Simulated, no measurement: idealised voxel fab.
process module | voxel released beams
cross-section cut | 255 nm wide | cells 5 nm
A cross-section is a grid of square cells, given in bands from the top down. A band is one or more rows of cells.
Each band's line starts with the height of the band's top and of its bottom, in nm. Then come its materials from left to right, each with its width in nm. One material with "throughout" fills the band from edge to edge. "air" is empty space.
Height 0 is the level under which the wafer as received is all one material. The lowest band goes on downwards, as in "0 down".
A width such as "30 to 40" changes by the same amount from each row of cells to the next, from the band's top row to its bottom row.
"no change" after a step means that no cell of the cross-section changed.
closed voids: empty space of 8 cells or more with no open way to the top, each as width x height at its distance from the left edge, in nm
after a step's settings: what the simulator itself notes on the step
overlay nm, on a step with a mask: how far to the right of its planned place the mask lay; to the left if negative
plan
1 op RECEIVE | material Si
2 op CONFORMAL_DEP | material SiN | thk nm 5
3 op DIRECTIONAL_DEP | material SiO2 | thk nm 15
4 op DIRECTIONAL_DEP | material aC | thk nm 10
5 op PATTERN | tone open | mask id ANCHOR | material resist | width nm 35 | thk nm 30 | overlay nm 0
6 op DIRECTIONAL_ETCH | etch materials aC | depth nm 10
7 op STRIP | etch materials resist
8 op DIRECTIONAL_ETCH | etch materials SiO2 | depth nm 15
9 op STRIP | etch materials aC
10 op CONFORMAL_DEP | material TiN | thk nm 15
11 op DIRECTIONAL_DEP | material aC | thk nm 10
12 op PATTERN | tone cover | mask id BEAM | material resist | width nm 80 | thk nm 25 | overlay nm 0
13 op DIRECTIONAL_ETCH | etch materials aC | depth nm 10
14 op STRIP | etch materials resist
15 op DIRECTIONAL_ETCH | etch materials TiN | depth nm 15
16 op STRIP | etch materials aC
17 op STRIP | etch materials SiO2
as received, after step 1
  0 down: Si throughout
  closed voids: none
a wafer at the end: this start, this plan, one mistake
  30 to 20: air 85 | TiN 15 | air 15 | TiN 50 | air 90
  20 to 15: air 90 | TiN 10 | air 15 | TiN 10 | air 130
  15 to 5: air 90 | TiN 35 | air 130
  5 to 0: SiN throughout
  0 down: Si throughout
  closed voids: none
what went wrong: step 10 ran as: op CONFORMAL_DEP | material TiN | thk nm 10
